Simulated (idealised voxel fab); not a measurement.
Proc. module: voxel released beams
For reference, the cross-section in this document is cut, with width 285 nm and square cells of 5 nm.
This document writes a cross-section as a grid whose cells are square, and gives it as bands, listed from the top down; one or more rows of cells form a band. Band: top height; bottom height; in nm. Then, left to right: material with width in nm, for each material. "throughout": a single material spanning edge to edge. "empty": empty space. Basically, 0 is our baseline, since under it the wafer straight out of the box is all one material. The bottom band has no lower end and keeps on going down, so it looks like "top 0, no bottom". Read "30->40" as a graded width: first number on top, second number at the bottom, same change between each pair of neighbouring rows. The cross-section has no changed cell in any step marked "stayed the same". Voids not open to the top, 8 cells minimum: see "closed voids". Written width x height at distance; distance is from the left edge; nm. It should be noted that, on the line of a given step, the content following the step's settings is a remark produced by the simulator itself with respect to that step. overlay nm: on a step with a mask, how far right of its planned place the mask lay; negative means left.

These are the steps we planned for the process:
1. RECEIVE, material Si
2. CONFORMAL_DEP, material SiN, thk nm 5
3. DIRECTIONAL_DEP, material SiO2, thk nm 15
4. PATTERN, tone open, mask id ANCHOR, material resist, width nm 35, thk nm 20, overlay nm 0
5. DIRECTIONAL_ETCH, etch materials SiO2, depth nm 15
6. STRIP, etch materials resist
7. CONFORMAL_DEP, material polySi, thk nm 15
8. DIRECTIONAL_DEP, material aC, thk nm 15
9. PATTERN, tone cover, mask id BEAM, material resist, width nm 90, thk nm 30, overlay nm 0
10. DIRECTIONAL_ETCH, etch materials aC, depth nm 15
11. STRIP, etch materials resist
12. DIRECTIONAL_ETCH, etch materials polySi, depth nm 15
13. STRIP, etch materials aC
14. STRIP, etch materials SiO2
Heads up: all these wafers start the same, and what changes between them is the width nm in step 9. The value you see in the plan is just what the first wafer got.

Received wafers, first of several: cross-section after step 1:
- top 0, no bottom: Si throughout
- closed voids: none

Wafer rows; end of module; cells per material since receipt: (+) gained, (-) lost; then closed voids:
width nm 90, +57 SiN, +72 polySi, closed voids: none
width nm 95, +57 SiN, +75 polySi, closed voids: none
width nm 100, +57 SiN, +78 polySi, closed voids: none
width nm 105, +57 SiN, +81 polySi, closed voids: none
width nm 110, +57 SiN, +84 polySi, closed voids: none
width nm 115, +57 SiN, +87 polySi, closed voids: none
